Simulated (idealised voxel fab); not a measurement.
The following process module bears the name voxel ribs on slabs.
FYI the section here is cut, 165 nm wide, cells are 5 nm squares.
Bands, listed from the top down, are how a cross-section gets written in this document; the cross-section itself is a grid of square cells, and a band is one or more rows of them. Top, bottom (nm), then materials left to right with widths (nm); lone material tagged "everywhere" fills the whole band edge to edge; "empty" = empty space. Height reference: 0 = level under which incoming wafer is all one material. Lowest band: no bottom, runs on downward, e.g. "from 0 down". A width given as "30 to 40" starts at the first number in the band's top row and ends at the second number in its bottom row, shifting by an equal amount at every step from row to row. Basically "nothing got changed" means that step didn't change any cell in the cross-section. Listed in "Closed void catalog": every empty space of 8 or more cells without an open way to the top. Form: width x height at distance, the distance being from the left edge, all in nm. Anything after a step's settings on that line? It's the simulator's own note about the step. overlay nm: how far to the right of its planned place the mask lay on this masked step (negative: to the left).
-- Planned step list for the process
step 1: RECEIVE with material Si
step 2: DIRECTIONAL_DEP with material SiO2, thk nm 20
step 3: DIRECTIONAL_DEP with material polySi, thk nm 20
step 4: PATTERN with tone cover, mask id RIB, material resist, width nm 15, thk nm 15, overlay nm 0
step 5: DIRECTIONAL_ETCH with etch materials polySi, depth nm 15
step 6: STRIP with etch materials resist
step 7: DIRECTIONAL_DEP with material aC, thk nm 15
step 8: PATTERN with tone cover, mask id SLAB, material resist, width nm 55, thk nm 30, overlay nm 0
step 9: DIRECTIONAL_ETCH with etch materials aC, depth nm 15
step 10: STRIP with etch materials resist
step 11: DIRECTIONAL_ETCH with etch materials polySi, depth nm 5
step 12: STRIP with etch materials aC
step 13: FILL_DEP with material SiO2, thk nm 30
step 14: CMP with height nm 60
step 15: DIRECTIONAL_DEP with material W, thk nm 5
step 16: DIRECTIONAL_DEP with material aC, thk nm 15
step 17: PATTERN with tone cover, mask id HEATER, material resist, width nm 25, thk nm 35, overlay nm 0
step 18: DIRECTIONAL_ETCH with etch materials aC, depth nm 15
step 19: STRIP with etch materials resist
step 20: DIRECTIONAL_ETCH with etch materials W, depth nm 5
step 21: STRIP with etch materials aC
step 22: CONFORMAL_DEP with material SiO2, thk nm 5
-- Wafer cross-section on receipt, i.e. after step 1
	from 0 down | Si everywhere
	Closed void catalog: none
-- Below is the wafer in cross-section after the module was completed. It began from the starting point shown above and followed the plan shown above, except that one mistake was made while running it
	from 65 to 60 | 65 of empty | 35 of SiO2 | 65 of empty
	from 60 to 55 | 70 of SiO2 | 25 of W | 70 of SiO2
	from 55 to 40 | SiO2 everywhere
	from 40 to 25 | 75 of SiO2 | 15 of polySi | 75 of SiO2
	from 25 to 20 | 55 of SiO2 | 55 of polySi | 55 of SiO2
	from 20 to 0 | SiO2 everywhere
	from 0 down | Si everywhere
	Closed void catalog: none
Deviation from plan: heads up, step 14 didn't go per plan, it actually ran as CMP with height nm 55
